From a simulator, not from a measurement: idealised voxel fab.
process module | voxel air gaps
cross-section cut | 235 nm wide | cells 5 nm
A cross-section is a grid of square cells, given in bands from the top down. A band is one or more rows of cells.
Each band's line starts with the height of the band's top and of its bottom, in nm. Then come its materials from left to right, each with its width in nm. One material with "throughout" fills the band from edge to edge. "air" is empty space.
Height 0 is the level under which the wafer as received is all one material. The lowest band goes on downwards, as in "0 down".
A width such as "30 to 40" changes by the same amount from each row of cells to the next, from the band's top row to its bottom row.
"no change" after a step means that no cell of the cross-section changed.
closed voids: empty space of 8 cells or more with no open way to the top, each as width x height at its distance from the left edge, in nm
after a step's settings: what the simulator itself notes on the step
overlay nm, on a step with a mask: how far to the right of its planned place the mask lay; to the left if negative
plan
1 op RECEIVE | material Si
2 op CONFORMAL_DEP | material SiO2 | thk nm 10
3 op CONFORMAL_DEP | material SiN | thk nm 5
4 op DIRECTIONAL_DEP | material SiO2 | thk nm 40
5 op MASKED_ETCH | tone open | mask id LINES | width nm 25 | pitch nm 55 | etch materials SiO2 | depth nm 40 | overlay nm 0
6 op CONFORMAL_DEP | material TiN | thk nm 5
7 op FILL_DEP | material Ru | thk nm 5
8 op CMP | height nm 55
9 op EPI | material Ru | thk nm 10
10 op SELECTIVE_ETCH | etch materials SiO2 | depth nm 50
11 op CONFORMAL_DEP | material SiCN | thk nm 5
as received, after step 1
  0 down: Si throughout
  closed voids: none
first wafer at the end, as planned
  70 to 65: air 5 | SiCN 220 | air 10
  65 to 55: air 5 | SiCN 5 | Ru 45 | SiCN 10 | Ru 45 | SiCN 10 | Ru 45 | SiCN 10 | Ru 45 | SiCN 5 | air 10
  55 to 50: air 5 | SiCN 15 | TiN 5 | Ru 15 | TiN 5 | SiCN 30 | TiN 5 | Ru 15 | TiN 5 | SiCN 30 | TiN 5 | Ru 15 | TiN 5 | SiCN 30 | TiN 5 | Ru 15 | TiN 5 | SiCN 15 | air 10
  50 to 20: air 15 | SiCN 5 | TiN 5 | Ru 15 | TiN 5 | SiCN 5 | air 20 | SiCN 5 | TiN 5 | Ru 15 | TiN 5 | SiCN 5 | air 20 | SiCN 5 | TiN 5 | Ru 15 | TiN 5 | SiCN 5 | air 20 | SiCN 5 | TiN 5 | Ru 15 | TiN 5 | SiCN 5 | air 20
  20 to 15: SiCN 20 | TiN 25 | SiCN 30 | TiN 25 | SiCN 30 | TiN 25 | SiCN 30 | TiN 25 | SiCN 25
  15 to 10: SiN throughout
  10 to 0: SiO2 throughout
  0 down: Si throughout
  closed voids: 20 x 30 at 50; 20 x 30 at 105; 20 x 30 at 160
second wafer at the end: like start, like plan, one mistake
  70 to 65: air 15 | SiCN 220
  65 to 55: air 15 | SiCN 5 | Ru 45 | SiCN 10 | Ru 45 | SiCN 10 | Ru 45 | SiCN 10 | Ru 45 | SiCN 5
  55 to 50: air 15 | SiCN 15 | TiN 5 | Ru 15 | TiN 5 | SiCN 30 | TiN 5 | Ru 15 | TiN 5 | SiCN 30 | TiN 5 | Ru 15 | TiN 5 | SiCN 30 | TiN 5 | Ru 15 | TiN 5 | SiCN 15
  50 to 20: air 25 | SiCN 5 | TiN 5 | Ru 15 | TiN 5 | SiCN 5 | air 20 | SiCN 5 | TiN 5 | Ru 15 | TiN 5 | SiCN 5 | air 20 | SiCN 5 | TiN 5 | Ru 15 | TiN 5 | SiCN 5 | air 20 | SiCN 5 | TiN 5 | Ru 15 | TiN 5 | SiCN 5 | air 10
  20 to 15: SiCN 30 | TiN 25 | SiCN 30 | TiN 25 | SiCN 30 | TiN 25 | SiCN 30 | TiN 25 | SiCN 15
  15 to 10: SiN throughout
  10 to 0: SiO2 throughout
  0 down: Si throughout
  closed voids: 20 x 30 at 60; 20 x 30 at 115; 20 x 30 at 170; 10 x 30 at 225
what went wrong: step 5 ran as: op MASKED_ETCH | tone open | mask id LINES | width nm 25 | pitch nm 55 | etch materials SiO2 | depth nm 40 | overlay nm 10
at the end the second wafer has, in cells: as many of each material as the first, in other places
closed voids at the end (first wafer, second wafer): 3, 4
